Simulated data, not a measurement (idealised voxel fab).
process module | voxel transistor to metal
cross-section cut | 200 nm wide | cells 5 nm
A cross-section is a grid of square cells, given in bands from the top down. A band is one or more rows of cells.
Each band's line starts with the height of the band's top and of its bottom, in nm. Then come its materials from left to right, each with its width in nm. One material with "throughout" fills the band from edge to edge. "air" is empty space.
Height 0 is the level under which the wafer as received is all one material. The lowest band goes on downwards, as in "0 down".
A width such as "30 to 40" changes by the same amount from each row of cells to the next, from the band's top row to its bottom row.
"no change" after a step means that no cell of the cross-section changed.
closed voids: empty space of 8 cells or more with no open way to the top, each as width x height at its distance from the left edge, in nm
after a step's settings: what the simulator itself notes on the step
overlay nm, on a step with a mask: how far to the right of its planned place the mask lay; to the left if negative
plan
1 op RECEIVE | material Si
2 op CONFORMAL_DEP | material SiO2 | thk nm 5
3 op CONFORMAL_DEP | material SiN | thk nm 15
4 op DIRECTIONAL_DEP | material aC | thk nm 10
5 op PATTERN | tone cover | mask id ACTIVE | material resist | width nm 110 | thk nm 25 | overlay nm 0
6 op DIRECTIONAL_ETCH | etch materials aC | depth nm 10
7 op STRIP | etch materials resist
8 op DIRECTIONAL_ETCH | etch materials SiN | depth nm 15
9 op DIRECTIONAL_ETCH | etch materials SiO2 | depth nm 5
10 op DIRECTIONAL_ETCH | etch materials Si | depth nm 25
11 op STRIP | etch materials aC
12 op FILL_DEP | material SiO2 | thk nm 10
13 op CMP | height nm 20
14 op SELECTIVE_ETCH | etch materials SiO2 | depth nm 5
15 op STRIP | etch materials SiN
16 op SELECTIVE_ETCH | etch materials SiO2 | depth nm 5
17 op OXIDIZE | depth nm 5
18 op DIRECTIONAL_DEP | material polySi | thk nm 20
19 op DIRECTIONAL_DEP | material SiCN | thk nm 10
20 op MASKED_ETCH | tone cover | mask id GATE | width nm 20 | etch materials SiCN | depth nm 20 | overlay nm 0
21 op MASKED_ETCH | tone cover | mask id GATE | width nm 20 | etch materials polySi | depth nm 30 | overlay nm 0
22 op CONFORMAL_DEP | material SiO2 | thk nm 5
23 op DIRECTIONAL_ETCH | etch materials SiO2 | depth nm 5
24 op CONFORMAL_DEP | material SiN | thk nm 5
25 op DIRECTIONAL_ETCH | etch materials SiN | depth nm 5
26 op DIRECTIONAL_ETCH | etch materials SiO2 | depth nm 5
27 op DIRECTIONAL_ETCH | etch materials Si | depth nm 5
28 op EPI | material pSi | thk nm 5
29 op FILL_DEP | material SiO2 | thk nm 5
30 op CMP | height nm 30
31 op DIRECTIONAL_DEP | material SiO2 | thk nm 15
32 op PATTERN | tone open | mask id CONTACT | material resist | width nm 20 | pitch nm 80 | thk nm 20 | overlay nm 0
33 op DIRECTIONAL_ETCH | etch materials SiO2 | depth nm 50
34 op STRIP | etch materials resist
35 op CONFORMAL_DEP | material TiN | thk nm 5
36 op FILL_DEP | material W | thk nm 10
37 op CMP | height nm 45
38 op DIRECTIONAL_DEP | material TiN | thk nm 5
39 op DIRECTIONAL_DEP | material Ru | thk nm 15
40 op MASKED_ETCH | tone cover | mask id METAL_1 | width nm 20 | pitch nm 80 | etch materials Ru | depth nm 15 | overlay nm 0
41 op MASKED_ETCH | tone cover | mask id METAL_1 | width nm 20 | pitch nm 80 | etch materials TiN | depth nm 5 | overlay nm 0
42 op FILL_DEP | material lowk | thk nm 10
43 op CMP | height nm 65
44 op CONFORMAL_DEP | material SiCN | thk nm 5
45 op DIRECTIONAL_DEP | material lowk | thk nm 35
46 op PATTERN | tone open | mask id METAL_2_HOLES | material resist | width nm 15 | pitch nm 80 | thk nm 20 | overlay nm 0
47 op DIRECTIONAL_ETCH | etch materials lowk | depth nm 35
48 op STRIP | etch materials resist
49 op PATTERN | tone open | mask id METAL_2 | material resist | width nm 20 | pitch nm 80 | thk nm 20 | overlay nm 0
50 op DIRECTIONAL_ETCH | etch materials lowk | depth nm 20
51 op DIRECTIONAL_ETCH | etch materials SiCN | depth nm 5
52 op STRIP | etch materials resist
53 op CONFORMAL_DEP | material TiN | thk nm 5
54 op FILL_DEP | material Ru | thk nm 10
55 op CMP | height nm 105
56 op CONFORMAL_DEP | material SiCN | thk nm 5
first wafer, as planned
as received, after step 1
  0 down: Si throughout
  closed voids: none
after step 2
  5 to 0: SiO2 throughout
  below 0: unchanged
after step 3
  20 to 5: SiN throughout
  below 5: unchanged
after step 4
  30 to 20: aC throughout
  below 20: unchanged
after step 5
  55 to 30: air 45 | resist 110 | air 45
  below 30: unchanged
after step 6
  45 to 30: air 45 | resist 110 | air 45
  30 to 20: air 45 | aC 110 | air 45
  below 20: unchanged
after step 7
  30 to 20: air 45 | aC 110 | air 45
  below 20: unchanged
after step 8
  30 to 20: air 45 | aC 110 | air 45
  20 to 5: air 45 | SiN 110 | air 45
  below 5: unchanged
after step 9
  30 to 20: air 45 | aC 110 | air 45
  20 to 5: air 45 | SiN 110 | air 45
  5 to 0: air 45 | SiO2 110 | air 45
  below 0: unchanged
after step 10
  30 to 20: air 45 | aC 110 | air 45
  20 to 5: air 45 | SiN 110 | air 45
  5 to 0: air 45 | SiO2 110 | air 45
  0 to -25: air 45 | Si 110 | air 45
  below -25: unchanged
after step 11
  20 to 5: air 45 | SiN 110 | air 45
  below 5: unchanged
after step 12
  30 to 20: SiO2 throughout
  20 to 5: SiO2 45 | SiN 110 | SiO2 45
  5 to 0: SiO2 throughout
  0 to -25: SiO2 45 | Si 110 | SiO2 45
  below -25: unchanged
after step 13
  20 to 5: SiO2 45 | SiN 110 | SiO2 45
  below 5: unchanged
after step 14
  20 to 15: air 45 | SiN 110 | air 45
  below 15: unchanged
after step 15
  15 to 5: SiO2 45 | air 110 | SiO2 45
  below 5: unchanged
after step 16
  10 to 0: SiO2 40 | air 120 | SiO2 40
  below 0: unchanged
after step 17
  10 to 0: SiO2 40 | air 120 | SiO2 40
  0 to -5: SiO2 throughout
  below -5: unchanged
after step 18
  30 to 20: polySi 40 | air 120 | polySi 40
  20 to 10: polySi throughout
  10 to 0: SiO2 40 | polySi 120 | SiO2 40
  below 0: unchanged
after step 19
  40 to 30: SiCN 40 | air 120 | SiCN 40
  30 to 20: polySi 40 | SiCN 120 | polySi 40
  below 20: unchanged
after step 20
  30 to 20: polySi 40 | air 50 | SiCN 20 | air 50 | polySi 40
  below 20: unchanged
after step 21
  30 to 20: air 90 | SiCN 20 | air 90
  20 to 10: air 90 | polySi 20 | air 90
  10 to 0: SiO2 40 | air 50 | polySi 20 | air 50 | SiO2 40
  below 0: unchanged
after step 22
  35 to 30: air 85 | SiO2 30 | air 85
  30 to 20: air 85 | SiO2 5 | SiCN 20 | SiO2 5 | air 85
  20 to 15: air 85 | SiO2 5 | polySi 20 | SiO2 5 | air 85
  15 to 5: SiO2 45 | air 40 | SiO2 5 | polySi 20 | SiO2 5 | air 40 | SiO2 45
  5 to 0: SiO2 90 | polySi 20 | SiO2 90
  below 0: unchanged
after step 23
  30 to 20: air 85 | SiO2 5 | SiCN 20 | SiO2 5 | air 85
  20 to 10: air 85 | SiO2 5 | polySi 20 | SiO2 5 | air 85
  10 to 0: SiO2 45 | air 40 | SiO2 5 | polySi 20 | SiO2 5 | air 40 | SiO2 45
  below 0: unchanged
after step 24
  35 to 30: air 80 | SiN 40 | air 80
  30 to 20: air 80 | SiN 5 | SiO2 5 | SiCN 20 | SiO2 5 | SiN 5 | air 80
  20 to 15: air 80 | SiN 5 | SiO2 5 | polySi 20 | SiO2 5 | SiN 5 | air 80
  15 to 10: SiN 50 | air 30 | SiN 5 | SiO2 5 | polySi 20 | SiO2 5 | SiN 5 | air 30 | SiN 50
  10 to 5: SiO2 45 | SiN 5 | air 30 | SiN 5 | SiO2 5 | polySi 20 | SiO2 5 | SiN 5 | air 30 | SiN 5 | SiO2 45
  5 to 0: SiO2 45 | SiN 40 | SiO2 5 | polySi 20 | SiO2 5 | SiN 40 | SiO2 45
  below 0: unchanged
after step 25
  30 to 20: air 80 | SiN 5 | SiO2 5 | SiCN 20 | SiO2 5 | SiN 5 | air 80
  20 to 10: air 80 | SiN 5 | SiO2 5 | polySi 20 | SiO2 5 | SiN 5 | air 80
  10 to 0: SiO2 45 | SiN 5 | air 30 | SiN 5 | SiO2 5 | polySi 20 | SiO2 5 | SiN 5 | air 30 | SiN 5 | SiO2 45
  below 0: unchanged
after step 26
  30 to 25: air 80 | SiN 5 | air 5 | SiCN 20 | air 5 | SiN 5 | air 80
  25 to 20: air 80 | SiN 5 | SiO2 5 | SiCN 20 | SiO2 5 | SiN 5 | air 80
  20 to 10: air 80 | SiN 5 | SiO2 5 | polySi 20 | SiO2 5 | SiN 5 | air 80
  10 to 5: air 45 | SiN 5 | air 30 | SiN 5 | SiO2 5 | polySi 20 | SiO2 5 | SiN 5 | air 30 | SiN 5 | air 45
  5 to 0: SiO2 45 | SiN 5 | air 30 | SiN 5 | SiO2 5 | polySi 20 | SiO2 5 | SiN 5 | air 30 | SiN 5 | SiO2 45
  0 to -5: SiO2 50 | air 30 | SiO2 40 | air 30 | SiO2 50
  below -5: unchanged
after step 27
  30 to 25: air 80 | SiN 5 | air 5 | SiCN 20 | air 5 | SiN 5 | air 80
  25 to 20: air 80 | SiN 5 | SiO2 5 | SiCN 20 | SiO2 5 | SiN 5 | air 80
  20 to 10: air 80 | SiN 5 | SiO2 5 | polySi 20 | SiO2 5 | SiN 5 | air 80
  10 to 5: air 45 | SiN 5 | air 30 | SiN 5 | SiO2 5 | polySi 20 | SiO2 5 | SiN 5 | air 30 | SiN 5 | air 45
  5 to 0: SiO2 45 | SiN 5 | air 30 | SiN 5 | SiO2 5 | polySi 20 | SiO2 5 | SiN 5 | air 30 | SiN 5 | SiO2 45
  0 to -5: SiO2 50 | air 30 | SiO2 40 | air 30 | SiO2 50
  -5 to -10: SiO2 45 | Si 5 | air 30 | Si 40 | air 30 | Si 5 | SiO2 45
  below -10: unchanged
after step 28
  30 to 25: air 80 | SiN 5 | air 5 | SiCN 20 | air 5 | SiN 5 | air 80
  25 to 20: air 80 | SiN 5 | SiO2 5 | SiCN 20 | SiO2 5 | SiN 5 | air 80
  20 to 10: air 80 | SiN 5 | SiO2 5 | polySi 20 | SiO2 5 | SiN 5 | air 80
  10 to 5: air 45 | SiN 5 | air 30 | SiN 5 | SiO2 5 | polySi 20 | SiO2 5 | SiN 5 | air 30 | SiN 5 | air 45
  5 to 0: SiO2 45 | SiN 5 | air 30 | SiN 5 | SiO2 5 | polySi 20 | SiO2 5 | SiN 5 | air 30 | SiN 5 | SiO2 45
  0 to -5: SiO2 50 | pSi 5 | air 20 | pSi 5 | SiO2 40 | pSi 5 | air 20 | pSi 5 | SiO2 50
  -5 to -10: SiO2 45 | Si 5 | pSi 30 | Si 40 | pSi 30 | Si 5 | SiO2 45
  below -10: unchanged
after step 29
  35 to 30: SiO2 throughout
  30 to 20: SiO2 80 | SiN 5 | SiO2 5 | SiCN 20 | SiO2 5 | SiN 5 | SiO2 80
  20 to 10: SiO2 80 | SiN 5 | SiO2 5 | polySi 20 | SiO2 5 | SiN 5 | SiO2 80
  10 to 0: SiO2 45 | SiN 5 | SiO2 30 | SiN 5 | SiO2 5 | polySi 20 | SiO2 5 | SiN 5 | SiO2 30 | SiN 5 | SiO2 45
  0 to -5: SiO2 50 | pSi 5 | SiO2 20 | pSi 5 | SiO2 40 | pSi 5 | SiO2 20 | pSi 5 | SiO2 50
  below -5: unchanged
after step 30
  30 to 20: SiO2 80 | SiN 5 | SiO2 5 | SiCN 20 | SiO2 5 | SiN 5 | SiO2 80
  below 20: unchanged
after step 31
  45 to 30: SiO2 throughout
  below 30: unchanged
after step 32
  65 to 45: resist 50 | air 20 | resist 60 | air 20 | resist 50
  below 45: unchanged
after step 33
  65 to 45: resist 50 | air 20 | resist 60 | air 20 | resist 50
  45 to 30: SiO2 50 | air 20 | SiO2 60 | air 20 | SiO2 50
  30 to 20: SiO2 50 | air 20 | SiO2 10 | SiN 5 | SiO2 5 | SiCN 20 | SiO2 5 | SiN 5 | SiO2 10 | air 20 | SiO2 50
  20 to 10: SiO2 50 | air 20 | SiO2 10 | SiN 5 | SiO2 5 | polySi 20 | SiO2 5 | SiN 5 | SiO2 10 | air 20 | SiO2 50
  10 to 0: SiO2 45 | SiN 5 | air 20 | SiO2 10 | SiN 5 | SiO2 5 | polySi 20 | SiO2 5 | SiN 5 | SiO2 10 | air 20 | SiN 5 | SiO2 45
  0 to -5: SiO2 50 | pSi 5 | air 15 | SiO2 5 | pSi 5 | SiO2 40 | pSi 5 | SiO2 5 | air 15 | pSi 5 | SiO2 50
  below -5: unchanged
after step 34
  45 to 30: SiO2 50 | air 20 | SiO2 60 | air 20 | SiO2 50
  below 30: unchanged
after step 35
  50 to 45: TiN 55 | air 10 | TiN 70 | air 10 | TiN 55
  45 to 30: SiO2 50 | TiN 5 | air 10 | TiN 5 | SiO2 60 | TiN 5 | air 10 | TiN 5 | SiO2 50
  30 to 20: SiO2 50 | TiN 5 | air 10 | TiN 5 | SiO2 10 | SiN 5 | SiO2 5 | SiCN 20 | SiO2 5 | SiN 5 | SiO2 10 | TiN 5 | air 10 | TiN 5 | SiO2 50
  20 to 10: SiO2 50 | TiN 5 | air 10 | TiN 5 | SiO2 10 | SiN 5 | SiO2 5 | polySi 20 | SiO2 5 | SiN 5 | SiO2 10 | TiN 5 | air 10 | TiN 5 | SiO2 50
  10 to 0: SiO2 45 | SiN 5 | TiN 5 to 10 | air 10 to 5 | TiN 5 | SiO2 10 | SiN 5 | SiO2 5 | polySi 20 | SiO2 5 | SiN 5 | SiO2 10 | TiN 5 | air 10 to 5 | TiN 5 to 10 | SiN 5 | SiO2 45
  0 to -5: SiO2 50 | pSi 5 | TiN 15 | SiO2 5 | pSi 5 | SiO2 40 | pSi 5 | SiO2 5 | TiN 15 | pSi 5 | SiO2 50
  below -5: unchanged
after step 36
  60 to 50: W throughout
  50 to 45: TiN 55 | W 10 | TiN 70 | W 10 | TiN 55
  45 to 30: SiO2 50 | TiN 5 | W 10 | TiN 5 | SiO2 60 | TiN 5 | W 10 | TiN 5 | SiO2 50
  30 to 20: SiO2 50 | TiN 5 | W 10 | TiN 5 | SiO2 10 | SiN 5 | SiO2 5 | SiCN 20 | SiO2 5 | SiN 5 | SiO2 10 | TiN 5 | W 10 | TiN 5 | SiO2 50
  20 to 10: SiO2 50 | TiN 5 | W 10 | TiN 5 | SiO2 10 | SiN 5 | SiO2 5 | polySi 20 | SiO2 5 | SiN 5 | SiO2 10 | TiN 5 | W 10 | TiN 5 | SiO2 50
  10 to 0: SiO2 45 | SiN 5 | TiN 5 to 10 | W 10 to 5 | TiN 5 | SiO2 10 | SiN 5 | SiO2 5 | polySi 20 | SiO2 5 | SiN 5 | SiO2 10 | TiN 5 | W 10 to 5 | TiN 5 to 10 | SiN 5 | SiO2 45
  below 0: unchanged
after step 37
  45 to 30: SiO2 50 | TiN 5 | W 10 | TiN 5 | SiO2 60 | TiN 5 | W 10 | TiN 5 | SiO2 50
  below 30: unchanged
after step 38
  50 to 45: TiN throughout
  below 45: unchanged
after step 39
  65 to 50: Ru throughout
  below 50: unchanged
after step 40
  65 to 50: air 50 | Ru 20 | air 60 | Ru 20 | air 50
  below 50: unchanged
after step 41
  65 to 50: air 50 | Ru 20 | air 60 | Ru 20 | air 50
  50 to 45: air 50 | TiN 20 | air 60 | TiN 20 | air 50
  below 45: unchanged
after step 42
  75 to 65: lowk throughout
  65 to 50: lowk 50 | Ru 20 | lowk 60 | Ru 20 | lowk 50
  50 to 45: lowk 50 | TiN 20 | lowk 60 | TiN 20 | lowk 50
  below 45: unchanged
after step 43
  65 to 50: lowk 50 | Ru 20 | lowk 60 | Ru 20 | lowk 50
  below 50: unchanged
after step 44
  70 to 65: SiCN throughout
  below 65: unchanged
after step 45
  105 to 70: lowk throughout
  below 70: unchanged
after step 46
  125 to 105: resist 50 | air 15 | resist 65 | air 15 | resist 55
  below 105: unchanged
after step 47
  125 to 105: resist 50 | air 15 | resist 65 | air 15 | resist 55
  105 to 70: lowk 50 | air 15 | lowk 65 | air 15 | lowk 55
  below 70: unchanged
after step 48
  105 to 70: lowk 50 | air 15 | lowk 65 | air 15 | lowk 55
  below 70: unchanged
after step 49
  125 to 105: resist 50 | air 20 | resist 60 | air 20 | resist 50
  below 105: unchanged
after step 50
  125 to 105: resist 50 | air 20 | resist 60 | air 20 | resist 50
  105 to 85: lowk 50 | air 20 | lowk 60 | air 20 | lowk 50
  below 85: unchanged
after step 51
  125 to 105: resist 50 | air 20 | resist 60 | air 20 | resist 50
  105 to 85: lowk 50 | air 20 | lowk 60 | air 20 | lowk 50
  85 to 70: lowk 50 | air 15 | lowk 65 | air 15 | lowk 55
  70 to 65: SiCN 50 | air 15 | SiCN 65 | air 15 | SiCN 55
  below 65: unchanged
after step 52
  105 to 85: lowk 50 | air 20 | lowk 60 | air 20 | lowk 50
  below 85: unchanged
after step 53
  110 to 105: TiN 55 | air 10 | TiN 70 | air 10 | TiN 55
  105 to 90: lowk 50 | TiN 5 | air 10 | TiN 5 | lowk 60 | TiN 5 | air 10 | TiN 5 | lowk 50
  90 to 85: lowk 50 | TiN 5 | air 5 | TiN 10 | lowk 60 | TiN 5 | air 5 | TiN 10 | lowk 50
  85 to 70: lowk 50 | TiN 5 | air 5 | TiN 5 | lowk 65 | TiN 5 | air 5 | TiN 5 | lowk 55
  70 to 65: SiCN 50 | TiN 15 | SiCN 65 | TiN 15 | SiCN 55
  below 65: unchanged
after step 54
  120 to 110: Ru throughout
  110 to 105: TiN 55 | Ru 10 | TiN 70 | Ru 10 | TiN 55
  105 to 90: lowk 50 | TiN 5 | Ru 10 | TiN 5 | lowk 60 | TiN 5 | Ru 10 | TiN 5 | lowk 50
  90 to 85: lowk 50 | TiN 5 | Ru 5 | TiN 10 | lowk 60 | TiN 5 | Ru 5 | TiN 10 | lowk 50
  85 to 70: lowk 50 | TiN 5 | Ru 5 | TiN 5 | lowk 65 | TiN 5 | Ru 5 | TiN 5 | lowk 55
  below 70: unchanged
after step 55
  105 to 90: lowk 50 | TiN 5 | Ru 10 | TiN 5 | lowk 60 | TiN 5 | Ru 10 | TiN 5 | lowk 50
  below 90: unchanged
after step 56
  110 to 105: SiCN throughout
  below 105: unchanged
second wafer: like start, like plan, one mistake. Through step 21 it matches the first wafer
when step 22 should have ended: no change
when step 23 should have ended
  30 to 20: air 90 | SiCN 20 | air 90
  20 to 5: air 90 | polySi 20 | air 90
  5 to 0: SiO2 40 | air 50 | polySi 20 | air 50 | SiO2 40
  0 to -5: SiO2 40 | air 50 | SiO2 20 | air 50 | SiO2 40
  below -5: unchanged
when step 24 should have ended
  35 to 30: air 85 | SiN 30 | air 85
  30 to 20: air 85 | SiN 5 | SiCN 20 | SiN 5 | air 85
  20 to 10: air 85 | SiN 5 | polySi 20 | SiN 5 | air 85
  10 to 5: SiN 45 | air 40 | SiN 5 | polySi 20 | SiN 5 | air 40 | SiN 45
  5 to 0: SiO2 40 | SiN 5 | air 40 | SiN 5 | polySi 20 | SiN 5 | air 40 | SiN 5 | SiO2 40
  0 to -5: SiO2 40 | SiN 50 | SiO2 20 | SiN 50 | SiO2 40
  below -5: unchanged
when step 25 should have ended
  30 to 20: air 85 | SiN 5 | SiCN 20 | SiN 5 | air 85
  20 to 5: air 85 | SiN 5 | polySi 20 | SiN 5 | air 85
  5 to 0: SiO2 40 | SiN 5 | air 40 | SiN 5 | polySi 20 | SiN 5 | air 40 | SiN 5 | SiO2 40
  0 to -5: SiO2 40 | SiN 5 | air 40 | SiN 5 | SiO2 20 | SiN 5 | air 40 | SiN 5 | SiO2 40
  below -5: unchanged
when step 26 should have ended
  30 to 20: air 85 | SiN 5 | SiCN 20 | SiN 5 | air 85
  20 to 5: air 85 | SiN 5 | polySi 20 | SiN 5 | air 85
  5 to 0: air 40 | SiN 5 | air 40 | SiN 5 | polySi 20 | SiN 5 | air 40 | SiN 5 | air 40
  below 0: unchanged
when step 27 should have ended
  30 to 20: air 85 | SiN 5 | SiCN 20 | SiN 5 | air 85
  20 to 5: air 85 | SiN 5 | polySi 20 | SiN 5 | air 85
  5 to 0: air 40 | SiN 5 | air 40 | SiN 5 | polySi 20 | SiN 5 | air 40 | SiN 5 | air 40
  0 to -5: SiO2 40 | SiN 5 | air 40 | SiN 5 | SiO2 20 | SiN 5 | air 40 | SiN 5 | SiO2 40
  -5 to -10: SiO2 45 | air 40 | Si 30 | air 40 | SiO2 45
  below -10: unchanged
when step 28 should have ended
  30 to 20: air 85 | SiN 5 | SiCN 20 | SiN 5 | air 85
  20 to 5: air 85 | SiN 5 | polySi 20 | SiN 5 | air 85
  5 to 0: air 40 | SiN 5 | air 40 | SiN 5 | polySi 20 | SiN 5 | air 40 | SiN 5 | air 40
  0 to -5: SiO2 40 | SiN 5 | air 35 | pSi 5 | SiN 5 | SiO2 20 | SiN 5 | pSi 5 | air 35 | SiN 5 | SiO2 40
  -5 to -10: SiO2 45 | pSi 40 | Si 30 | pSi 40 | SiO2 45
  below -10: unchanged
when step 29 should have ended
  35 to 30: SiO2 throughout
  30 to 20: SiO2 85 | SiN 5 | SiCN 20 | SiN 5 | SiO2 85
  20 to 5: SiO2 85 | SiN 5 | polySi 20 | SiN 5 | SiO2 85
  5 to 0: SiO2 40 | SiN 5 | SiO2 40 | SiN 5 | polySi 20 | SiN 5 | SiO2 40 | SiN 5 | SiO2 40
  0 to -5: SiO2 40 | SiN 5 | SiO2 35 | pSi 5 | SiN 5 | SiO2 20 | SiN 5 | pSi 5 | SiO2 35 | SiN 5 | SiO2 40
  below -5: unchanged
when step 30 should have ended
  30 to 20: SiO2 85 | SiN 5 | SiCN 20 | SiN 5 | SiO2 85
  below 20: unchanged
when step 31 should have ended
  45 to 30: SiO2 throughout
  below 30: unchanged
when step 32 should have ended
  65 to 45: resist 50 | air 20 | resist 60 | air 20 | resist 50
  below 45: unchanged
when step 33 should have ended
  65 to 45: resist 50 | air 20 | resist 60 | air 20 | resist 50
  45 to 30: SiO2 50 | air 20 | SiO2 60 | air 20 | SiO2 50
  30 to 20: SiO2 50 | air 20 | SiO2 15 | SiN 5 | SiCN 20 | SiN 5 | SiO2 15 | air 20 | SiO2 50
  20 to 5: SiO2 50 | air 20 | SiO2 15 | SiN 5 | polySi 20 | SiN 5 | SiO2 15 | air 20 | SiO2 50
  5 to 0: SiO2 40 | SiN 5 | SiO2 5 | air 20 | SiO2 15 | SiN 5 | polySi 20 | SiN 5 | SiO2 15 | air 20 | SiO2 5 | SiN 5 | SiO2 40
  0 to -5: SiO2 40 | SiN 5 | SiO2 5 | air 20 | SiO2 10 | pSi 5 | SiN 5 | SiO2 20 | SiN 5 | pSi 5 | SiO2 10 | air 20 | SiO2 5 | SiN 5 | SiO2 40
  below -5: unchanged
when step 34 should have ended
  45 to 30: SiO2 50 | air 20 | SiO2 60 | air 20 | SiO2 50
  below 30: unchanged
when step 35 should have ended
  50 to 45: TiN 55 | air 10 | TiN 70 | air 10 | TiN 55
  45 to 30: SiO2 50 | TiN 5 | air 10 | TiN 5 | SiO2 60 | TiN 5 | air 10 | TiN 5 | SiO2 50
  30 to 20: SiO2 50 | TiN 5 | air 10 | TiN 5 | SiO2 15 | SiN 5 | SiCN 20 | SiN 5 | SiO2 15 | TiN 5 | air 10 | TiN 5 | SiO2 50
  20 to 5: SiO2 50 | TiN 5 | air 10 | TiN 5 | SiO2 15 | SiN 5 | polySi 20 | SiN 5 | SiO2 15 | TiN 5 | air 10 | TiN 5 | SiO2 50
  5 to 0: SiO2 40 | SiN 5 | SiO2 5 | TiN 5 | air 10 | TiN 5 | SiO2 15 | SiN 5 | polySi 20 | SiN 5 | SiO2 15 | TiN 5 | air 10 | TiN 5 | SiO2 5 | SiN 5 | SiO2 40
  0 to -5: SiO2 40 | SiN 5 | SiO2 5 | TiN 20 | SiO2 10 | pSi 5 | SiN 5 | SiO2 20 | SiN 5 | pSi 5 | SiO2 10 | TiN 20 | SiO2 5 | SiN 5 | SiO2 40
  below -5: unchanged
when step 36 should have ended
  60 to 50: W throughout
  50 to 45: TiN 55 | W 10 | TiN 70 | W 10 | TiN 55
  45 to 30: SiO2 50 | TiN 5 | W 10 | TiN 5 | SiO2 60 | TiN 5 | W 10 | TiN 5 | SiO2 50
  30 to 20: SiO2 50 | TiN 5 | W 10 | TiN 5 | SiO2 15 | SiN 5 | SiCN 20 | SiN 5 | SiO2 15 | TiN 5 | W 10 | TiN 5 | SiO2 50
  20 to 5: SiO2 50 | TiN 5 | W 10 | TiN 5 | SiO2 15 | SiN 5 | polySi 20 | SiN 5 | SiO2 15 | TiN 5 | W 10 | TiN 5 | SiO2 50
  5 to 0: SiO2 40 | SiN 5 | SiO2 5 | TiN 5 | W 10 | TiN 5 | SiO2 15 | SiN 5 | polySi 20 | SiN 5 | SiO2 15 | TiN 5 | W 10 | TiN 5 | SiO2 5 | SiN 5 | SiO2 40
  below 0: unchanged
when step 37 should have ended
  45 to 30: SiO2 50 | TiN 5 | W 10 | TiN 5 | SiO2 60 | TiN 5 | W 10 | TiN 5 | SiO2 50
  below 30: unchanged
when step 38 should have ended
  50 to 45: TiN throughout
  below 45: unchanged
when step 39 should have ended
  65 to 50: Ru throughout
  below 50: unchanged
when step 40 should have ended
  65 to 50: air 50 | Ru 20 | air 60 | Ru 20 | air 50
  below 50: unchanged
when step 41 should have ended
  65 to 50: air 50 | Ru 20 | air 60 | Ru 20 | air 50
  50 to 45: air 50 | TiN 20 | air 60 | TiN 20 | air 50
  below 45: unchanged
when step 42 should have ended
  75 to 65: lowk throughout
  65 to 50: lowk 50 | Ru 20 | lowk 60 | Ru 20 | lowk 50
  50 to 45: lowk 50 | TiN 20 | lowk 60 | TiN 20 | lowk 50
  below 45: unchanged
when step 43 should have ended
  65 to 50: lowk 50 | Ru 20 | lowk 60 | Ru 20 | lowk 50
  below 50: unchanged
when step 44 should have ended
  70 to 65: SiCN throughout
  below 65: unchanged
when step 45 should have ended
  105 to 70: lowk throughout
  below 70: unchanged
when step 46 should have ended
  125 to 105: resist 50 | air 15 | resist 65 | air 15 | resist 55
  below 105: unchanged
when step 47 should have ended
  125 to 105: resist 50 | air 15 | resist 65 | air 15 | resist 55
  105 to 70: lowk 50 | air 15 | lowk 65 | air 15 | lowk 55
  below 70: unchanged
when step 48 should have ended
  105 to 70: lowk 50 | air 15 | lowk 65 | air 15 | lowk 55
  below 70: unchanged
when step 49 should have ended
  125 to 105: resist 50 | air 20 | resist 60 | air 20 | resist 50
  below 105: unchanged
when step 50 should have ended
  125 to 105: resist 50 | air 20 | resist 60 | air 20 | resist 50
  105 to 85: lowk 50 | air 20 | lowk 60 | air 20 | lowk 50
  below 85: unchanged
when step 51 should have ended
  125 to 105: resist 50 | air 20 | resist 60 | air 20 | resist 50
  105 to 85: lowk 50 | air 20 | lowk 60 | air 20 | lowk 50
  85 to 70: lowk 50 | air 15 | lowk 65 | air 15 | lowk 55
  70 to 65: SiCN 50 | air 15 | SiCN 65 | air 15 | SiCN 55
  below 65: unchanged
when step 52 should have ended
  105 to 85: lowk 50 | air 20 | lowk 60 | air 20 | lowk 50
  below 85: unchanged
when step 53 should have ended
  110 to 105: TiN 55 | air 10 | TiN 70 | air 10 | TiN 55
  105 to 90: lowk 50 | TiN 5 | air 10 | TiN 5 | lowk 60 | TiN 5 | air 10 | TiN 5 | lowk 50
  90 to 85: lowk 50 | TiN 5 | air 5 | TiN 10 | lowk 60 | TiN 5 | air 5 | TiN 10 | lowk 50
  85 to 70: lowk 50 | TiN 5 | air 5 | TiN 5 | lowk 65 | TiN 5 | air 5 | TiN 5 | lowk 55
  70 to 65: SiCN 50 | TiN 15 | SiCN 65 | TiN 15 | SiCN 55
  below 65: unchanged
when step 54 should have ended
  120 to 110: Ru throughout
  110 to 105: TiN 55 | Ru 10 | TiN 70 | Ru 10 | TiN 55
  105 to 90: lowk 50 | TiN 5 | Ru 10 | TiN 5 | lowk 60 | TiN 5 | Ru 10 | TiN 5 | lowk 50
  90 to 85: lowk 50 | TiN 5 | Ru 5 | TiN 10 | lowk 60 | TiN 5 | Ru 5 | TiN 10 | lowk 50
  85 to 70: lowk 50 | TiN 5 | Ru 5 | TiN 5 | lowk 65 | TiN 5 | Ru 5 | TiN 5 | lowk 55
  below 70: unchanged
when step 55 should have ended
  105 to 90: lowk 50 | TiN 5 | Ru 10 | TiN 5 | lowk 60 | TiN 5 | Ru 10 | TiN 5 | lowk 50
  below 90: unchanged
when step 56 should have ended
  110 to 105: SiCN throughout
  below 105: unchanged
what went wrong: step 22 was left out
at the end the second wafer has, in cells: 4 fewer of Si | 2 more of SiN | 2 fewer of SiO2 | 2 more of W | 2 more of pSi
